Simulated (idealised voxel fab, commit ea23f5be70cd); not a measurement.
process module | voxel wiring stack
cross-section cut | 210 nm wide | cells 5 nm
A cross-section is a grid of square cells, given in bands from the top down. A band is one or more rows of cells.
Each band's line starts with the height of the band's top and of its bottom, in nm. Then come its materials from left to right, each with its width in nm. One material with "throughout" fills the band from edge to edge. "air" is empty space.
Height 0 is the level under which the wafer as received is all one material. The lowest band goes on downwards, as in "0 down".
A width such as "30 to 40" changes by the same amount from each row of cells to the next, from the band's top row to its bottom row.
"no change" after a step means that no cell of the cross-section changed.
closed voids: empty space of 8 cells or more with no open way to the top, each as width x height at its distance from the left edge, in nm
after a step's settings: what the simulator itself notes on the step
overlay nm, on a step with a mask: how far to the right of its planned place the mask lay; to the left if negative
plan
1 op RECEIVE | material Si
2 op CONFORMAL_DEP | material SiO2 | thk nm 10
3 op DIRECTIONAL_DEP | material TiN | thk nm 5
4 op DIRECTIONAL_DEP | material W | thk nm 15
5 op PATTERN | tone cover | mask id METAL_1 | material resist | width nm 30 | pitch nm 60 | thk nm 15 | overlay nm 0
6 op DIRECTIONAL_ETCH | etch materials W | depth nm 15
7 op DIRECTIONAL_ETCH | etch materials TiN | depth nm 5
8 op STRIP | etch materials resist
9 op FILL_DEP | material SiO2 | thk nm 5
10 op CMP | height nm 30
11 op CONFORMAL_DEP | material SiCN | thk nm 5
12 op DIRECTIONAL_DEP | material SiO2 | thk nm 10
13 op DIRECTIONAL_DEP | material aC | thk nm 10
14 op PATTERN | tone open | mask id PLUG_1 | material resist | width nm 15 | pitch nm 60 | thk nm 25 | overlay nm 0
15 op DIRECTIONAL_ETCH | etch materials aC | depth nm 10
16 op STRIP | etch materials resist
17 op DIRECTIONAL_ETCH | etch materials SiO2 | depth nm 10
18 op DIRECTIONAL_ETCH | etch materials SiCN | depth nm 5
19 op STRIP | etch materials aC
20 op EPI | material Ru | thk nm 10
21 op EPI | material Ru | thk nm 5
22 op CONFORMAL_DEP | material SiN | thk nm 5
23 op DIRECTIONAL_DEP | material SiO2 | thk nm 15
24 op DIRECTIONAL_DEP | material aC | thk nm 15
25 op PATTERN | tone open | mask id METAL_2 | material resist | width nm 30 | pitch nm 60 | thk nm 30 | overlay nm 0
26 op DIRECTIONAL_ETCH | etch materials aC | depth nm 15
27 op STRIP | etch materials resist
28 op DIRECTIONAL_ETCH | etch materials SiO2 | depth nm 15
29 op DIRECTIONAL_ETCH | etch materials SiN | depth nm 5
30 op STRIP | etch materials aC
31 op CONFORMAL_DEP | material TiN | thk nm 5
32 op FILL_DEP | material W | thk nm 10
33 op CMP | height nm 65
34 op CONFORMAL_DEP | material SiCN | thk nm 5
35 op DIRECTIONAL_DEP | material lowk | thk nm 15
36 op DIRECTIONAL_DEP | material aC | thk nm 10
37 op PATTERN | tone open | mask id PLUG_2 | material resist | width nm 15 | pitch nm 60 | thk nm 25 | overlay nm 0
38 op DIRECTIONAL_ETCH | etch materials aC | depth nm 10
39 op STRIP | etch materials resist
40 op DIRECTIONAL_ETCH | etch materials lowk | depth nm 15
41 op DIRECTIONAL_ETCH | etch materials SiCN | depth nm 5
42 op STRIP | etch materials aC
43 op EPI | material Ru | thk nm 10
44 op EPI | material Ru | thk nm 10
45 op DIRECTIONAL_DEP | material TiN | thk nm 5
46 op DIRECTIONAL_DEP | material Ru | thk nm 15
47 op DIRECTIONAL_DEP | material aC | thk nm 10
48 op PATTERN | tone cover | mask id METAL_3 | material resist | width nm 30 | pitch nm 60 | thk nm 25 | overlay nm 0
49 op DIRECTIONAL_ETCH | etch materials aC | depth nm 10
50 op STRIP | etch materials resist
51 op DIRECTIONAL_ETCH | etch materials Ru | depth nm 15
52 op DIRECTIONAL_ETCH | etch materials TiN | depth nm 5
53 op STRIP | etch materials aC
54 op FILL_DEP | material lowk | thk nm 5
55 op CMP | height nm 105
56 op CONFORMAL_DEP | material SiCN | thk nm 5
57 op DIRECTIONAL_DEP | material SiO2 | thk nm 20
58 op MASKED_ETCH | tone open | mask id PLUG_3 | width nm 15 | pitch nm 120 | etch materials SiO2 | depth nm 20 | overlay nm 0
59 op MASKED_ETCH | tone open | mask id PLUG_3 | width nm 15 | pitch nm 120 | etch materials SiCN | depth nm 5 | overlay nm 0
60 op CONFORMAL_DEP | material TiN | thk nm 5
61 op FILL_DEP | material Cu | thk nm 5
62 op CMP | height nm 130
63 op DIRECTIONAL_DEP | material TiN | thk nm 5
64 op DIRECTIONAL_DEP | material W | thk nm 15
65 op PATTERN | tone cover | mask id METAL_4 | material resist | width nm 30 | pitch nm 60 | thk nm 15 | overlay nm 0
66 op DIRECTIONAL_ETCH | etch materials W | depth nm 15
67 op DIRECTIONAL_ETCH | etch materials TiN | depth nm 5
68 op STRIP | etch materials resist
69 op FILL_DEP | material lowk | thk nm 10
70 op CMP | height nm 150
71 op CONFORMAL_DEP | material SiCN | thk nm 5
as received, after step 1
  0 down: Si throughout
  closed voids: none
a wafer at the end: this start, this plan, one mistake
  155 to 150: SiCN throughout
  150 to 135: lowk 30 | W 30 | lowk 30 | W 30 | lowk 30 | W 30 | lowk 30
  135 to 130: lowk 30 | TiN 30 | lowk 30 | TiN 30 | lowk 30 | TiN 30 | lowk 30
  130 to 125: Cu throughout
  125 to 120: TiN 35 | Cu 5 | TiN 115 | Cu 5 | TiN 50
  120 to 110: SiO2 30 | TiN 5 | Cu 5 | TiN 5 | SiO2 105 | TiN 5 | Cu 5 | TiN 5 | SiO2 45
  110 to 105: SiCN 30 | TiN 15 | SiCN 105 | TiN 15 | SiCN 45
  105 to 90: lowk 30 | Ru 30 | lowk 30 | Ru 30 | lowk 30 | Ru 30 | lowk 30
  90 to 85: lowk 30 | TiN 30 | lowk 30 | TiN 30 | lowk 30 | TiN 30 | lowk 30
  85 to 70: lowk 30 | Ru 15 | lowk 45 | Ru 15 | lowk 45 | Ru 15 | lowk 45
  70 to 65: SiCN 30 | Ru 15 | SiCN 45 | Ru 15 | SiCN 45 | Ru 15 | SiCN 45
  65 to 50: SiO2 30 | TiN 5 | W 20 | TiN 5 | SiO2 30 | TiN 5 | W 20 | TiN 5 | SiO2 30 | TiN 5 | W 20 | TiN 5 | SiO2 30
  50 to 45: SiN 30 | TiN 30 | SiN 30 | TiN 30 | SiN 30 | TiN 30 | SiN 30
  45 to 35: SiO2 30 | Ru 15 | SiO2 45 | Ru 15 | SiO2 45 | Ru 15 | SiO2 45
  35 to 30: SiCN 30 | Ru 15 | SiCN 45 | Ru 15 | SiCN 45 | Ru 15 | SiCN 45
  30 to 15: SiO2 30 | W 30 | SiO2 30 | W 30 | SiO2 30 | W 30 | SiO2 30
  15 to 10: SiO2 30 | TiN 30 | SiO2 30 | TiN 30 | SiO2 30 | TiN 30 | SiO2 30
  10 to 0: SiO2 throughout
  0 down: Si throughout
  closed voids: none
what went wrong: step 57 ran as: op DIRECTIONAL_DEP | material SiO2 | thk nm 10
